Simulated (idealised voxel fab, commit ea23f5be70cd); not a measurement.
Process module, titled voxel released beams
Shown is cross-section cut, with a width of 285 nm and square cells of size 5 nm.
This document writes a cross-section as a grid whose cells are square, and gives it as bands, listed from the top down; one or more rows of cells form a band.
This entry defines a band. It first specifies the height of the band's top and the height of its bottom in nm, and then specifies the band's materials from left to right, stating each material with its width in nm. The word "full width" identifies a single material that fills the band from edge to edge, while the word "empty" identifies empty space.
Heights are measured from 0, the level below which the as-received wafer is all one material; the lowest band has no bottom and continues downward, written as in "0 and below".
Per-row width for "30 to 40": begins at first number (top row of band), ends at second number (bottom row), increment between rows held constant.
You'll sometimes find "nothing changed" written for a step, and that's the way of saying that nowhere in the cross-section did a cell change during that step.
What "Catalogued sealed voids" gives you is every empty space of 8 cells or more that is cut off from the top. Each appears as width x height at distance, with the distance taken from the left edge and width, height and distance all in nm.
Whatever follows a step's settings on its line is a remark the simulator itself makes about that step.
A step's line can hold "overlay nm"; with a mask on that step, the setting says how far right of the planned place the mask lay, while a negative setting says it lay to the left.
Structure of the following material. The material consists of pairs of cross-sections. Each pair comprises the cross-section before one process step and the cross-section after that step, the latter shown only down to the lowest band that changed. The step between the cross-sections is specified beneath each pair, including its settings. Pairs are not necessarily consecutive: they may derive from different runs of this module performed on the same starting wafer. Continuity with the pair above is to be assumed only where the entry headed "Pre-step snapshot" of the pair in question states it.

Pre-step snapshot:
> 0 and below  Si full width
> Catalogued sealed voids: none

Sectional View, Post-Process:
> 5 down to 0  SiN full width
> Below 0, the layers are the same as they were.
> Catalogued sealed voids: none
The process step separating the two cross-sections depicted above is as follows: CONFORMAL_DEP [material SiN] [thk nm 5]

Pre-step snapshot: For the state before this step, see the after cross-section of the pair located directly above.

Sectional View, Post-Process:
> 25 down to 5  SiO2 full width
> Below 5, the layers are the same as they were.
> Catalogued sealed voids: none
The process step separating the two cross-sections depicted above is as follows: DIRECTIONAL_DEP [material SiO2] [thk nm 20]

Pre-step snapshot: For the state before this step, see the after cross-section of the pair located directly above.

Sectional View, Post-Process:
> 25 down to 5  95 of SiO2; 45 of empty; 145 of SiO2
> Below 5, the layers are the same as they were.
> Catalogued sealed voids: none
The process step separating the two cross-sections depicted above is as follows: MASKED_ETCH [tone open] [mask id ANCHOR] [width nm 45] [etch materials SiO2] [depth nm 20] [overlay nm 0]

Pre-step snapshot: For the state before this step, see the after cross-section of the pair located directly above.

Sectional View, Post-Process:
> 40 down to 25  110 of polySi; 15 of empty; 160 of polySi
> 25 down to 20  95 of SiO2; 15 of polySi; 15 of empty; 15 of polySi; 145 of SiO2
> 20 down to 5  95 of SiO2; 45 of polySi; 145 of SiO2
> Below 5, the layers are the same as they were.
> Catalogued sealed voids: none
The process step separating the two cross-sections depicted above is as follows: CONFORMAL_DEP [material polySi] [thk nm 15]

Pre-step snapshot: For the state before this step, see the after cross-section of the pair located directly above.

Sectional View, Post-Process:
> 50 down to 40  110 of aC; 15 of empty; 160 of aC
> 40 down to 30  110 of polySi; 15 of empty; 160 of polySi
> 30 down to 25  110 of polySi; 15 of aC; 160 of polySi
> 25 down to 20  95 of SiO2; 15 of polySi; 15 of aC; 15 of polySi; 145 of SiO2
> Below 20, the layers are the same as they were.
> Catalogued sealed voids: none
The process step separating the two cross-sections depicted above is as follows: DIRECTIONAL_DEP [material aC] [thk nm 10]

Pre-step snapshot: For the state before this step, see the after cross-section of the pair located directly above.

Sectional View, Post-Process:
> 80 down to 50  90 of empty; 95 of resist; 100 of empty
> 50 down to 40  110 of aC; 15 of resist; 160 of aC
> 40 down to 30  110 of polySi; 15 of resist; 160 of polySi
> Below 30, the layers are the same as they were.
> Catalogued sealed voids: none
The process step separating the two cross-sections depicted above is as follows: PATTERN [tone cover] [mask id BEAM] [material resist] [width nm 95] [thk nm 30] [overlay nm 0]

Pre-step snapshot: For the state before this step, see the after cross-section of the pair located directly above.

Sectional View, Post-Process:
> 70 down to 50  90 of empty; 95 of resist; 100 of empty
> 50 down to 40  90 of empty; 20 of aC; 15 of resist; 60 of aC; 100 of empty
> Below 40, the layers are the same as they were.
> Catalogued sealed voids: none
The process step separating the two cross-sections depicted above is as follows: DIRECTIONAL_ETCH [etch materials aC] [depth nm 10]

Pre-step snapshot: For the state before this step, see the after cross-section of the pair located directly above.

Sectional View, Post-Process:
> 50 down to 40  90 of empty; 20 of aC; 15 of empty; 60 of aC; 100 of empty
> 40 down to 30  110 of polySi; 15 of empty; 160 of polySi
> Below 30, the layers are the same as they were.
> Catalogued sealed voids: none
The process step separating the two cross-sections depicted above is as follows: STRIP [etch materials resist]

Pre-step snapshot: For the state before this step, see the after cross-section of the pair located directly above.

Sectional View, Post-Process:
> 50 down to 40  90 of empty; 20 of aC; 15 of empty; 60 of aC; 100 of empty
> 40 down to 30  90 of empty; 20 of polySi; 15 of empty; 60 of polySi; 100 of empty
> 30 down to 25  90 of empty; 20 of polySi; 15 of aC; 60 of polySi; 100 of empty
> Below 25, the layers are the same as they were.
> Catalogued sealed voids: none
The process step separating the two cross-sections depicted above is as follows: DIRECTIONAL_ETCH [etch materials polySi] [depth nm 15]

Pre-step snapshot: For the state before this step, see the after cross-section of the pair located directly above.

Sectional View, Post-Process:
> 40 down to 25  90 of empty; 20 of polySi; 15 of empty; 60 of polySi; 100 of empty
> 25 down to 20  95 of SiO2; 15 of polySi; 15 of empty; 15 of polySi; 145 of SiO2
> Below 20, the layers are the same as they were.
> Catalogued sealed voids: none
The process step separating the two cross-sections depicted above is as follows: STRIP [etch materials aC]

Pre-step snapshot: For the state before this step, see the after cross-section of the pair located directly above.

Sectional View, Post-Process:
> 40 down to 25  90 of empty; 20 of polySi; 15 of empty; 60 of polySi; 100 of empty
> 25 down to 20  95 of empty; 15 of polySi; 15 of empty; 15 of polySi; 145 of empty
> 20 down to 5  95 of empty; 45 of polySi; 145 of empty
> Below 5, the layers are the same as they were.
> Catalogued sealed voids: none
The process step separating the two cross-sections depicted above is as follows: STRIP [etch materials SiO2]

Pre-step snapshot:
> 0 and below  Si full width
> Catalogued sealed voids: none

Sectional View, Post-Process:
> 20 down to 0  SiO2 full width
> Below 0, the layers are the same as they were.
> Catalogued sealed voids: none
The process step separating the two cross-sections depicted above is as follows: DIRECTIONAL_DEP [material SiO2] [thk nm 20]

Pre-step snapshot: For the state before this step, see the after cross-section of the pair located directly above.

Sectional View, Post-Process:
> 20 down to 0  95 of SiO2; 45 of empty; 145 of SiO2
> Below 0, the layers are the same as they were.
> Catalogued sealed voids: none
The process step separating the two cross-sections depicted above is as follows: MASKED_ETCH [tone open] [mask id ANCHOR] [width nm 45] [etch materials SiO2] [depth nm 20] [overlay nm 0]

Pre-step snapshot: For the state before this step, see the after cross-section of the pair located directly above.

Sectional View, Post-Process:
> 35 down to 20  110 of polySi; 15 of empty; 160 of polySi
> 20 down to 15  95 of SiO2; 15 of polySi; 15 of empty; 15 of polySi; 145 of SiO2
> 15 down to 0  95 of SiO2; 45 of polySi; 145 of SiO2
> Below 0, the layers are the same as they were.
> Catalogued sealed voids: none
The process step separating the two cross-sections depicted above is as follows: CONFORMAL_DEP [material polySi] [thk nm 15]

Pre-step snapshot: For the state before this step, see the after cross-section of the pair located directly above.

Sectional View, Post-Process:
> 45 down to 35  110 of aC; 15 of empty; 160 of aC
> 35 down to 25  110 of polySi; 15 of empty; 160 of polySi
> 25 down to 20  110 of polySi; 15 of aC; 160 of polySi
> 20 down to 15  95 of SiO2; 15 of polySi; 15 of aC; 15 of polySi; 145 of SiO2
> Below 15, the layers are the same as they were.
> Catalogued sealed voids: none
The process step separating the two cross-sections depicted above is as follows: DIRECTIONAL_DEP [material aC] [thk nm 10]

Pre-step snapshot: For the state before this step, see the after cross-section of the pair located directly above.

Sectional View, Post-Process:
> 75 down to 45  90 of empty; 95 of resist; 100 of empty
> 45 down to 35  110 of aC; 15 of resist; 160 of aC
> 35 down to 25  110 of polySi; 15 of resist; 160 of polySi
> Below 25, the layers are the same as they were.
> Catalogued sealed voids: none
The process step separating the two cross-sections depicted above is as follows: PATTERN [tone cover] [mask id BEAM] [material resist] [width nm 95] [thk nm 30] [overlay nm 0]

Pre-step snapshot: For the state before this step, see the after cross-section of the pair located directly above.

Sectional View, Post-Process:
> 65 down to 45  90 of empty; 95 of resist; 100 of empty
> 45 down to 35  90 of empty; 20 of aC; 15 of resist; 60 of aC; 100 of empty
> Below 35, the layers are the same as they were.
> Catalogued sealed voids: none
The process step separating the two cross-sections depicted above is as follows: DIRECTIONAL_ETCH [etch materials aC] [depth nm 10]

Pre-step snapshot: For the state before this step, see the after cross-section of the pair located directly above.

Sectional View, Post-Process:
> 45 down to 35  90 of empty; 20 of aC; 15 of empty; 60 of aC; 100 of empty
> 35 down to 25  110 of polySi; 15 of empty; 160 of polySi
> Below 25, the layers are the same as they were.
> Catalogued sealed voids: none
The process step separating the two cross-sections depicted above is as follows: STRIP [etch materials resist]

Pre-step snapshot: For the state before this step, see the after cross-section of the pair located directly above.

Sectional View, Post-Process:
> 45 down to 35  90 of empty; 20 of aC; 15 of empty; 60 of aC; 100 of empty
> 35 down to 25  90 of empty; 20 of polySi; 15 of empty; 60 of polySi; 100 of empty
> 25 down to 20  90 of empty; 20 of polySi; 15 of aC; 60 of polySi; 100 of empty
> Below 20, the layers are the same as they were.
> Catalogued sealed voids: none
The process step separating the two cross-sections depicted above is as follows: DIRECTIONAL_ETCH [etch materials polySi] [depth nm 15]

Pre-step snapshot: For the state before this step, see the after cross-section of the pair located directly above.

Sectional View, Post-Process:
> 35 down to 20  90 of empty; 20 of polySi; 15 of empty; 60 of polySi; 100 of empty
> 20 down to 15  95 of SiO2; 15 of polySi; 15 of empty; 15 of polySi; 145 of SiO2
> Below 15, the layers are the same as they were.
> Catalogued sealed voids: none
The process step separating the two cross-sections depicted above is as follows: STRIP [etch materials aC]

Pre-step snapshot: For the state before this step, see the after cross-section of the pair located directly above.

Sectional View, Post-Process:
> 35 down to 20  90 of empty; 20 of polySi; 15 of empty; 60 of polySi; 100 of empty
> 20 down to 15  95 of empty; 15 of polySi; 15 of empty; 15 of polySi; 145 of empty
> 15 down to 0  95 of empty; 45 of polySi; 145 of empty
> Below 0, the layers are the same as they were.
> Catalogued sealed voids: none
The process step separating the two cross-sections depicted above is as follows: STRIP [etch materials SiO2]

Pre-step snapshot:
> 40 down to 25  110 of polySi; 15 of empty; 160 of polySi
> 25 down to 20  95 of SiO2; 15 of polySi; 15 of empty; 15 of polySi; 145 of SiO2
> 20 down to 5  95 of SiO2; 45 of polySi; 145 of SiO2
> 5 down to 0  SiN full width
> 0 and below  Si full width
> Catalogued sealed voids: none

Sectional View, Post-Process:
> 55 down to 25  polySi full width
> 25 down to 5  95 of SiO2; 45 of polySi; 145 of SiO2
> Below 5, the layers are the same as they were.
> Catalogued sealed voids: none
The process step separating the two cross-sections depicted above is as follows: CONFORMAL_DEP [material polySi] [thk nm 15]

Pre-step snapshot: For the state before this step, see the after cross-section of the pair located directly above.

Sectional View, Post-Process:
> 65 down to 55  aC full width
> Below 55, the layers are the same as they were.
> Catalogued sealed voids: none
The process step separating the two cross-sections depicted above is as follows: DIRECTIONAL_DEP [material aC] [thk nm 10]

Pre-step snapshot: For the state before this step, see the after cross-section of the pair located directly above.

Sectional View, Post-Process:
> 95 down to 65  90 of empty; 95 of resist; 100 of empty
> Below 65, the layers are the same as they were.
> Catalogued sealed voids: none
The process step separating the two cross-sections depicted above is as follows: PATTERN [tone cover] [mask id BEAM] [material resist] [width nm 95] [thk nm 30] [overlay nm 0]

Pre-step snapshot: For the state before this step, see the after cross-section of the pair located directly above.

Sectional View, Post-Process:
> 85 down to 65  90 of empty; 95 of resist; 100 of empty
> 65 down to 55  90 of empty; 95 of aC; 100 of empty
> Below 55, the layers are the same as they were.
> Catalogued sealed voids: none
The process step separating the two cross-sections depicted above is as follows: DIRECTIONAL_ETCH [etch materials aC] [depth nm 10]

Pre-step snapshot: For the state before this step, see the after cross-section of the pair located directly above.

Sectional View, Post-Process:
> 65 down to 55  90 of empty; 95 of aC; 100 of empty
> Below 55, the layers are the same as they were.
> Catalogued sealed voids: none
The process step separating the two cross-sections depicted above is as follows: STRIP [etch materials resist]

Pre-step snapshot: For the state before this step, see the after cross-section of the pair located directly above.

Sectional View, Post-Process:
> 65 down to 55  90 of empty; 95 of aC; 100 of empty
> 55 down to 40  90 of empty; 95 of polySi; 100 of empty
> Below 40, the layers are the same as they were.
> Catalogued sealed voids: none
The process step separating the two cross-sections depicted above is as follows: DIRECTIONAL_ETCH [etch materials polySi] [depth nm 15]

Pre-step snapshot: For the state before this step, see the after cross-section of the pair located directly above.

Sectional View, Post-Process:
> 55 down to 40  90 of empty; 95 of polySi; 100 of empty
> Below 40, the layers are the same as they were.
> Catalogued sealed voids: none
The process step separating the two cross-sections depicted above is as follows: STRIP [etch materials aC]

Pre-step snapshot:
> 20 down to 0  SiO2 full width
> 0 and below  Si full width
> Catalogued sealed voids: none

Sectional View, Post-Process:
> 25 down to 20  SiN full width
> Below 20, the layers are the same as they were.
> Catalogued sealed voids: none
The process step separating the two cross-sections depicted above is as follows: CONFORMAL_DEP [material SiN] [thk nm 5]

Pre-step snapshot: For the state before this step, see the after cross-section of the pair located directly above.

Sectional View, Post-Process:
> 40 down to 25  polySi full width
> Below 25, the layers are the same as they were.
> Catalogued sealed voids: none
The process step separating the two cross-sections depicted above is as follows: CONFORMAL_DEP [material polySi] [thk nm 15]

Pre-step snapshot: For the state before this step, see the after cross-section of the pair located directly above.

Sectional View, Post-Process:
> 50 down to 40  aC full width
> Below 40, the layers are the same as they were.
> Catalogued sealed voids: none
The process step separating the two cross-sections depicted above is as follows: DIRECTIONAL_DEP [material aC] [thk nm 10]

Pre-step snapshot: For the state before this step, see the after cross-section of the pair located directly above.

Sectional View, Post-Process:
> 80 down to 50  90 of empty; 95 of resist; 100 of empty
> Below 50, the layers are the same as they were.
> Catalogued sealed voids: none
The process step separating the two cross-sections depicted above is as follows: PATTERN [tone cover] [mask id BEAM] [material resist] [width nm 95] [thk nm 30] [overlay nm 0]

Pre-step snapshot: For the state before this step, see the after cross-section of the pair located directly above.

Sectional View, Post-Process:
> 70 down to 50  90 of empty; 95 of resist; 100 of empty
> 50 down to 40  90 of empty; 95 of aC; 100 of empty
> Below 40, the layers are the same as they were.
> Catalogued sealed voids: none
The process step separating the two cross-sections depicted above is as follows: DIRECTIONAL_ETCH [etch materials aC] [depth nm 10]

Pre-step snapshot: For the state before this step, see the after cross-section of the pair located directly above.

Sectional View, Post-Process:
> 50 down to 40  90 of empty; 95 of aC; 100 of empty
> Below 40, the layers are the same as they were.
> Catalogued sealed voids: none
The process step separating the two cross-sections depicted above is as follows: STRIP [etch materials resist]

Pre-step snapshot: For the state before this step, see the after cross-section of the pair located directly above.

Sectional View, Post-Process:
> 50 down to 40  90 of empty; 95 of aC; 100 of empty
> 40 down to 25  90 of empty; 95 of polySi; 100 of empty
> Below 25, the layers are the same as they were.
> Catalogued sealed voids: none
The process step separating the two cross-sections depicted above is as follows: DIRECTIONAL_ETCH [etch materials polySi] [depth nm 15]

Pre-step snapshot: For the state before this step, see the after cross-section of the pair located directly above.

Sectional View, Post-Process:
> 40 down to 25  90 of empty; 95 of polySi; 100 of empty
> Below 25, the layers are the same as they were.
> Catalogued sealed voids: none
The process step separating the two cross-sections depicted above is as follows: STRIP [etch materials aC]

Pre-step snapshot:
> 50 down to 40  90 of empty; 20 of aC; 15 of empty; 60 of aC; 100 of empty
> 40 down to 30  110 of polySi; 15 of empty; 160 of polySi
> 30 down to 25  110 of polySi; 15 of aC; 160 of polySi
> 25 down to 20  95 of SiO2; 15 of polySi; 15 of aC; 15 of polySi; 145 of SiO2
> 20 down to 5  95 of SiO2; 45 of polySi; 145 of SiO2
> 5 down to 0  SiN full width
> 0 and below  Si full width
> Catalogued sealed voids: none

Sectional View, Post-Process:
> 50 down to 40  90 of empty; 20 of aC; 15 of empty; 60 of aC; 100 of empty
> 40 down to 30  90 of empty; 20 of polySi; 15 of empty; 60 of polySi; 100 of empty
> Below 30, the layers are the same as they were.
> Catalogued sealed voids: none
The process step separating the two cross-sections depicted above is as follows: DIRECTIONAL_ETCH [etch materials polySi] [depth nm 10]

Pre-step snapshot: For the state before this step, see the after cross-section of the pair located directly above.

Sectional View, Post-Process:
> 40 down to 30  90 of empty; 20 of polySi; 15 of empty; 60 of polySi; 100 of empty
> 30 down to 25  110 of polySi; 15 of empty; 160 of polySi
> 25 down to 20  95 of SiO2; 15 of polySi; 15 of empty; 15 of polySi; 145 of SiO2
> Below 20, the layers are the same as they were.
> Catalogued sealed voids: none
The process step separating the two cross-sections depicted above is as follows: STRIP [etch materials aC]

Pre-step snapshot:
> 25 down to 5  SiO2 full width
> 5 down to 0  SiN full width
> 0 and below  Si full width
> Catalogued sealed voids: none

Sectional View, Post-Process:
> 25 down to 5  100 of SiO2; 40 of empty; 145 of SiO2
> Below 5, the layers are the same as they were.
> Catalogued sealed voids: none
The process step separating the two cross-sections depicted above is as follows: MASKED_ETCH [tone open] [mask id ANCHOR] [width nm 40] [etch materials SiO2] [depth nm 20] [overlay nm 0]

Pre-step snapshot: For the state before this step, see the after cross-section of the pair located directly above.

Sectional View, Post-Process:
> 40 down to 25  115 of polySi; 10 of empty; 160 of polySi
> 25 down to 20  100 of SiO2; 15 of polySi; 10 of empty; 15 of polySi; 145 of SiO2
> 20 down to 5  100 of SiO2; 40 of polySi; 145 of SiO2
> Below 5, the layers are the same as they were.
> Catalogued sealed voids: none
The process step separating the two cross-sections depicted above is as follows: CONFORMAL_DEP [material polySi] [thk nm 15]

Pre-step snapshot: For the state before this step, see the after cross-section of the pair located directly above.

Sectional View, Post-Process:
> 50 down to 40  115 of aC; 10 of empty; 160 of aC
> 40 down to 30  115 of polySi; 10 of empty; 160 of polySi
> 30 down to 25  115 of polySi; 10 of aC; 160 of polySi
> 25 down to 20  100 of SiO2; 15 of polySi; 10 of aC; 15 of polySi; 145 of SiO2
> Below 20, the layers are the same as they were.
> Catalogued sealed voids: none
The process step separating the two cross-sections depicted above is as follows: DIRECTIONAL_DEP [material aC] [thk nm 10]

Pre-step snapshot: For the state before this step, see the after cross-section of the pair located directly above.

Sectional View, Post-Process:
> 80 down to 50  90 of empty; 95 of resist; 100 of empty
> 50 down to 40  115 of aC; 10 of resist; 160 of aC
> 40 down to 30  115 of polySi; 10 of resist; 160 of polySi
> Below 30, the layers are the same as they were.
> Catalogued sealed voids: none
The process step separating the two cross-sections depicted above is as follows: PATTERN [tone cover] [mask id BEAM] [material resist] [width nm 95] [thk nm 30] [overlay nm 0]

Pre-step snapshot: For the state before this step, see the after cross-section of the pair located directly above.

Sectional View, Post-Process:
> 70 down to 50  90 of empty; 95 of resist; 100 of empty
> 50 down to 40  90 of empty; 25 of aC; 10 of resist; 60 of aC; 100 of empty
> Below 40, the layers are the same as they were.
> Catalogued sealed voids: none
The process step separating the two cross-sections depicted above is as follows: DIRECTIONAL_ETCH [etch materials aC] [depth nm 10]

Pre-step snapshot: For the state before this step, see the after cross-section of the pair located directly above.

Sectional View, Post-Process:
> 50 down to 40  90 of empty; 25 of aC; 10 of empty; 60 of aC; 100 of empty
> 40 down to 30  115 of polySi; 10 of empty; 160 of polySi
> Below 30, the layers are the same as they were.
> Catalogued sealed voids: none
The process step separating the two cross-sections depicted above is as follows: STRIP [etch materials resist]

Pre-step snapshot: For the state before this step, see the after cross-section of the pair located directly above.

Sectional View, Post-Process:
> 50 down to 40  90 of empty; 25 of aC; 10 of empty; 60 of aC; 100 of empty
> 40 down to 30  90 of empty; 25 of polySi; 10 of empty; 60 of polySi; 100 of empty
> 30 down to 25  90 of empty; 25 of polySi; 10 of aC; 60 of polySi; 100 of empty
> Below 25, the layers are the same as they were.
> Catalogued sealed voids: none
The process step separating the two cross-sections depicted above is as follows: DIRECTIONAL_ETCH [etch materials polySi] [depth nm 15]

Pre-step snapshot: For the state before this step, see the after cross-section of the pair located directly above.

Sectional View, Post-Process:
> 40 down to 25  90 of empty; 25 of polySi; 10 of empty; 60 of polySi; 100 of empty
> 25 down to 20  100 of SiO2; 15 of polySi; 10 of empty; 15 of polySi; 145 of SiO2
> Below 20, the layers are the same as they were.
> Catalogued sealed voids: none
The process step separating the two cross-sections depicted above is as follows: STRIP [etch materials aC]

Pre-step snapshot: For the state before this step, see the after cross-section of the pair located directly above.

Sectional View, Post-Process:
> 40 down to 25  90 of empty; 25 of polySi; 10 of empty; 60 of polySi; 100 of empty
> 25 down to 20  100 of empty; 15 of polySi; 10 of empty; 15 of polySi; 145 of empty
> 20 down to 5  100 of empty; 40 of polySi; 145 of empty
> Below 5, the layers are the same as they were.
> Catalogued sealed voids: none
The process step separating the two cross-sections depicted above is as follows: STRIP [etch materials SiO2]

Pre-step snapshot:
> 50 down to 40  110 of aC; 15 of empty; 160 of aC
> 40 down to 30  110 of polySi; 15 of empty; 160 of polySi
> 30 down to 25  110 of polySi; 15 of aC; 160 of polySi
> 25 down to 20  95 of SiO2; 15 of polySi; 15 of aC; 15 of polySi; 145 of SiO2
> 20 down to 5  95 of SiO2; 45 of polySi; 145 of SiO2
> 5 down to 0  SiN full width
> 0 and below  Si full width
> Catalogued sealed voids: none

Sectional View, Post-Process:
> 80 down to 50  95 of empty; 95 of resist; 95 of empty
> 50 down to 40  110 of aC; 15 of resist; 160 of aC
> 40 down to 30  110 of polySi; 15 of resist; 160 of polySi
> Below 30, the layers are the same as they were.
> Catalogued sealed voids: none
The process step separating the two cross-sections depicted above is as follows: PATTERN [tone cover] [mask id BEAM] [material resist] [width nm 95] [thk nm 30] [overlay nm 5]

Pre-step snapshot: For the state before this step, see the after cross-section of the pair located directly above.

Sectional View, Post-Process:
> 70 down to 50  95 of empty; 95 of resist; 95 of empty
> 50 down to 40  95 of empty; 15 of aC; 15 of resist; 65 of aC; 95 of empty
> Below 40, the layers are the same as they were.
> Catalogued sealed voids: none
The process step separating the two cross-sections depicted above is as follows: DIRECTIONAL_ETCH [etch materials aC] [depth nm 10]

Pre-step snapshot: For the state before this step, see the after cross-section of the pair located directly above.

Sectional View, Post-Process:
> 50 down to 40  95 of empty; 15 of aC; 15 of empty; 65 of aC; 95 of empty
> 40 down to 30  110 of polySi; 15 of empty; 160 of polySi
> Below 30, the layers are the same as they were.
> Catalogued sealed voids: none
The process step separating the two cross-sections depicted above is as follows: STRIP [etch materials resist]

Pre-step snapshot: For the state before this step, see the after cross-section of the pair located directly above.

Sectional View, Post-Process:
> 50 down to 40  95 of empty; 15 of aC; 15 of empty; 65 of aC; 95 of empty
> 40 down to 30  95 of empty; 15 of polySi; 15 of empty; 65 of polySi; 95 of empty
> 30 down to 25  95 of empty; 15 of polySi; 15 of aC; 65 of polySi; 95 of empty
> Below 25, the layers are the same as they were.
> Catalogued sealed voids: none
The process step separating the two cross-sections depicted above is as follows: DIRECTIONAL_ETCH [etch materials polySi] [depth nm 15]

Pre-step snapshot: For the state before this step, see the after cross-section of the pair located directly above.

Sectional View, Post-Process:
> 40 down to 25  95 of empty; 15 of polySi; 15 of empty; 65 of polySi; 95 of empty
> 25 down to 20  95 of SiO2; 15 of polySi; 15 of empty; 15 of polySi; 145 of SiO2
> Below 20, the layers are the same as they were.
> Catalogued sealed voids: none
The process step separating the two cross-sections depicted above is as follows: STRIP [etch materials aC]

Pre-step snapshot: For the state before this step, see the after cross-section of the pair located directly above.

Sectional View, Post-Process:
> 40 down to 25  95 of empty; 15 of polySi; 15 of empty; 65 of polySi; 95 of empty
> 25 down to 20  95 of empty; 15 of polySi; 15 of empty; 15 of polySi; 145 of empty
> 20 down to 5  95 of empty; 45 of polySi; 145 of empty
> Below 5, the layers are the same as they were.
> Catalogued sealed voids: none
The process step separating the two cross-sections depicted above is as follows: STRIP [etch materials SiO2]

Pre-step snapshot:
> 40 down to 25  90 of empty; 20 of polySi; 15 of empty; 60 of polySi; 100 of empty
> 25 down to 20  95 of SiO2; 15 of polySi; 15 of empty; 15 of polySi; 145 of SiO2
> 20 down to 5  95 of SiO2; 45 of polySi; 145 of SiO2
> 5 down to 0  SiN full width
> 0 and below  Si full width
> Catalogued sealed voids: none

Sectional View, Post-Process:
> 25 down to 5  95 of SiO2; 45 of empty; 145 of SiO2
> Below 5, the layers are the same as they were.
> Catalogued sealed voids: none
The process step separating the two cross-sections depicted above is as follows: STRIP [etch materials polySi]

Pre-step snapshot:
> 25 down to 5  SiO2 full width
> 5 down to 0  SiN full width
> 0 and below  Si full width
> Catalogued sealed voids: none

Sectional View, Post-Process:
> 25 down to 5  95 of empty; 45 of SiO2; 145 of empty
> Below 5, the layers are the same as they were.
> Catalogued sealed voids: none
The process step separating the two cross-sections depicted above is as follows: MASKED_ETCH [tone cover] [mask id ANCHOR] [width nm 45] [etch materials SiO2] [depth nm 20] [overlay nm 0]

Pre-step snapshot: For the state before this step, see the after cross-section of the pair located directly above.

Sectional View, Post-Process:
> 40 down to 25  80 of empty; 75 of polySi; 130 of empty
> 25 down to 20  80 of empty; 15 of polySi; 45 of SiO2; 15 of polySi; 130 of empty
> 20 down to 5  95 of polySi; 45 of SiO2; 145 of polySi
> Below 5, the layers are the same as they were.
> Catalogued sealed voids: none
The process step separating the two cross-sections depicted above is as follows: CONFORMAL_DEP [material polySi] [thk nm 15]

Pre-step snapshot: For the state before this step, see the after cross-section of the pair located directly above.

Sectional View, Post-Process:
> 50 down to 40  80 of empty; 75 of aC; 130 of empty
> 40 down to 30  80 of empty; 75 of polySi; 130 of empty
> 30 down to 25  80 of aC; 75 of polySi; 130 of aC
> 25 down to 20  80 of aC; 15 of polySi; 45 of SiO2; 15 of polySi; 130 of aC
> Below 20, the layers are the same as they were.
> Catalogued sealed voids: none
The process step separating the two cross-sections depicted above is as follows: DIRECTIONAL_DEP [material aC] [thk nm 10]

Pre-step snapshot: For the state before this step, see the after cross-section of the pair located directly above.

Sectional View, Post-Process:
> 80 down to 50  90 of empty; 95 of resist; 100 of empty
> 50 down to 40  80 of empty; 75 of aC; 30 of resist; 100 of empty
> 40 down to 30  80 of empty; 75 of polySi; 30 of resist; 100 of empty
> Below 30, the layers are the same as they were.
> Catalogued sealed voids: none
The process step separating the two cross-sections depicted above is as follows: PATTERN [tone cover] [mask id BEAM] [material resist] [width nm 95] [thk nm 30] [overlay nm 0]

Pre-step snapshot: For the state before this step, see the after cross-section of the pair located directly above.

Sectional View, Post-Process:
> 70 down to 50  90 of empty; 95 of resist; 100 of empty
> 50 down to 40  90 of empty; 65 of aC; 30 of resist; 100 of empty
> 40 down to 30  80 of empty; 75 of polySi; 30 of resist; 100 of empty
> 30 down to 25  80 of empty; 75 of polySi; 30 of aC; 100 of empty
> 25 down to 20  80 of empty; 15 of polySi; 45 of SiO2; 15 of polySi; 30 of aC; 100 of empty
> Below 20, the layers are the same as they were.
> Catalogued sealed voids: none
The process step separating the two cross-sections depicted above is as follows: DIRECTIONAL_ETCH [etch materials aC] [depth nm 10]

Pre-step snapshot: For the state before this step, see the after cross-section of the pair located directly above.

Sectional View, Post-Process:
> 50 down to 40  90 of empty; 65 of aC; 130 of empty
> 40 down to 30  80 of empty; 75 of polySi; 130 of empty
> Below 30, the layers are the same as they were.
> Catalogued sealed voids: none
The process step separating the two cross-sections depicted above is as follows: STRIP [etch materials resist]

Pre-step snapshot: For the state before this step, see the after cross-section of the pair located directly above.

Sectional View, Post-Process:
> 50 down to 40  90 of empty; 65 of aC; 130 of empty
> 40 down to 30  90 of empty; 65 of polySi; 130 of empty
> 30 down to 25  90 of empty; 65 of polySi; 30 of aC; 100 of empty
> 25 down to 20  80 of empty; 15 of polySi; 45 of SiO2; 15 of polySi; 30 of aC; 100 of empty
> 20 down to 5  80 of empty; 15 of polySi; 45 of SiO2; 45 of polySi; 100 of empty
> Below 5, the layers are the same as they were.
> Catalogued sealed voids: none
The process step separating the two cross-sections depicted above is as follows: DIRECTIONAL_ETCH [etch materials polySi] [depth nm 15]

Pre-step snapshot: For the state before this step, see the after cross-section of the pair located directly above.

Sectional View, Post-Process:
> 40 down to 25  90 of empty; 65 of polySi; 130 of empty
> 25 down to 20  80 of empty; 15 of polySi; 45 of SiO2; 15 of polySi; 130 of empty
> Below 20, the layers are the same as they were.
> Catalogued sealed voids: none
The process step separating the two cross-sections depicted above is as follows: STRIP [etch materials aC]
